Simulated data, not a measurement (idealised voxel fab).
Proc. module: voxel wiring stack
The width of the displayed cross-section, cut, is 220 nm; its cells are square, with a size of 5 nm.
A cross-section is a grid of square cells, given in bands from the top down. A band is one or more rows of cells.
Within each band entry, the heights of the top and of the bottom of the band appear first, in that order and in nm; the materials of the band then follow from left to right, each with its corresponding width in nm. The designation "full width" on a single material indicates that it fills the band from edge to edge; the designation "air" indicates empty space.
We count height from 0. Below that, the starting wafer is all one material. The lowest band never ends at the bottom but goes on down; see "0 nm and below" for how that is written.
The expression "30 to 40" gives the width at the extremes of the band, the first number at its top row of cells and the second at its bottom row, with the width changing by equal amounts from each row to the next in between.
You'll sometimes find "no alteration" written for a step, and that's the way of saying that nowhere in the cross-section did a cell change during that step.
"Trapped cavities" enumerates empty spaces isolated from the top, with no open way to it, that contain at least 8 cells, giving each as width x height at distance from the left edge, all three in nm.
Whatever follows a step's settings on its line is a remark the simulator itself makes about that step.
"overlay nm" denotes, for a step that has a mask, the displacement of the mask to the right of its planned place, with negative values corresponding to the left.
Pairs from here to the end. Each: cross-section before one process step, cross-section after it, the latter only as far down as the lowest band that changed. Under each: the step between, and its settings. Mind that the pairs may be taken from different runs of this module on the same starting wafer; whether a pair continues from the pair above depends on its entry headed "before", and it does only where that entry says so.
BEFORE
160 nm to 155 nm: TiN 55 | air 15 | TiN 30 | air 15 | TiN 30 | air 15 | TiN 60
155 nm to 145 nm: lowk 50 | TiN 5 | air 15 | TiN 5 | lowk 20 | TiN 5 | air 15 | TiN 5 | lowk 20 | TiN 5 | air 15 | TiN 5 | lowk 55
145 nm to 140 nm: lowk 50 | TiN 5 | air 5 | TiN 15 | lowk 20 | TiN 25 | lowk 20 | TiN 5 | air 5 | TiN 15 | lowk 55
140 nm to 130 nm: lowk 50 | TiN 5 | air 5 | TiN 5 | lowk 75 | TiN 5 | air 5 | TiN 5 | lowk 65
130 nm to 125 nm: SiCN 50 | TiN 15 | SiCN 75 | TiN 15 | SiCN 65
125 nm to 110 nm: SiO2 50 | TiN 5 | Cu 15 | TiN 5 | SiO2 20 | TiN 5 | Cu 15 | TiN 5 | SiO2 20 | TiN 5 | Cu 15 | TiN 5 | SiO2 55
110 nm to 105 nm: SiO2 50 | TiN 5 | Cu 5 | TiN 15 | SiO2 20 | TiN 5 | Cu 5 | TiN 15 | SiO2 20 | TiN 5 | Cu 5 | TiN 15 | SiO2 55
105 nm to 95 nm: SiO2 50 | TiN 5 | Cu 5 | TiN 5 | SiO2 30 | TiN 5 | Cu 5 | TiN 5 | SiO2 30 | TiN 5 | Cu 5 | TiN 5 | SiO2 65
95 nm to 90 nm: SiCN 50 | TiN 15 | SiCN 30 | TiN 15 | SiCN 30 | TiN 15 | SiCN 65
90 nm to 70 nm: Cu 45 | TiN 5 | lowk 25 | TiN 5 | Cu 10 | TiN 5 | lowk 25 | TiN 5 | Cu 10 | TiN 5 | lowk 25 | TiN 5 | Cu 50
70 nm to 65 nm: TiN 50 | SiN 25 | TiN 20 | SiN 25 | TiN 20 | SiN 25 | TiN 55
65 nm to 50 nm: SiO2 50 | Ru 15 | SiO2 30 | Ru 15 | SiO2 30 | Ru 15 | SiO2 65
50 nm to 45 nm: SiCN 50 | Ru 15 | SiCN 30 | Ru 15 | SiCN 30 | Ru 15 | SiCN 65
45 nm to 20 nm: SiO2 50 | TiN 5 | Cu 15 | TiN 5 | SiO2 20 | TiN 5 | Cu 15 | TiN 5 | SiO2 20 | TiN 5 | Cu 15 | TiN 5 | SiO2 55
20 nm to 15 nm: SiN 50 | TiN 25 | SiN 20 | TiN 25 | SiN 20 | TiN 25 | SiN 55
15 nm to 0 nm: SiO2 full width
0 nm and below: Si full width
Trapped cavities: none
CUT VIEW, POST-STEP
170 nm to 160 nm: Cu full width
160 nm to 155 nm: TiN 55 | Cu 15 | TiN 30 | Cu 15 | TiN 30 | Cu 15 | TiN 60
155 nm to 145 nm: lowk 50 | TiN 5 | Cu 15 | TiN 5 | lowk 20 | TiN 5 | Cu 15 | TiN 5 | lowk 20 | TiN 5 | Cu 15 | TiN 5 | lowk 55
145 nm to 140 nm: lowk 50 | TiN 5 | Cu 5 | TiN 15 | lowk 20 | TiN 25 | lowk 20 | TiN 5 | Cu 5 | TiN 15 | lowk 55
140 nm to 130 nm: lowk 50 | TiN 5 | Cu 5 | TiN 5 | lowk 75 | TiN 5 | Cu 5 | TiN 5 | lowk 65
Heights below 130 show no change.
Trapped cavities: none
Step between the cross-sections above: FILL_DEP | material Cu | thk nm 10
before: this step begins from the cross-section that the pair just above shows after its step.
CUT VIEW, POST-STEP
155 nm to 145 nm: lowk 50 | TiN 5 | Cu 15 | TiN 5 | lowk 20 | TiN 5 | Cu 15 | TiN 5 | lowk 20 | TiN 5 | Cu 15 | TiN 5 | lowk 55
Heights below 145 show no change.
Trapped cavities: none
Step between the cross-sections above: CMP | height nm 155
before: this step begins from the cross-section that the pair just above shows after its step.
CUT VIEW, POST-STEP
160 nm to 155 nm: SiCN full width
Heights below 155 show no change.
Trapped cavities: none
Step between the cross-sections above: CONFORMAL_DEP | material SiCN | thk nm 5
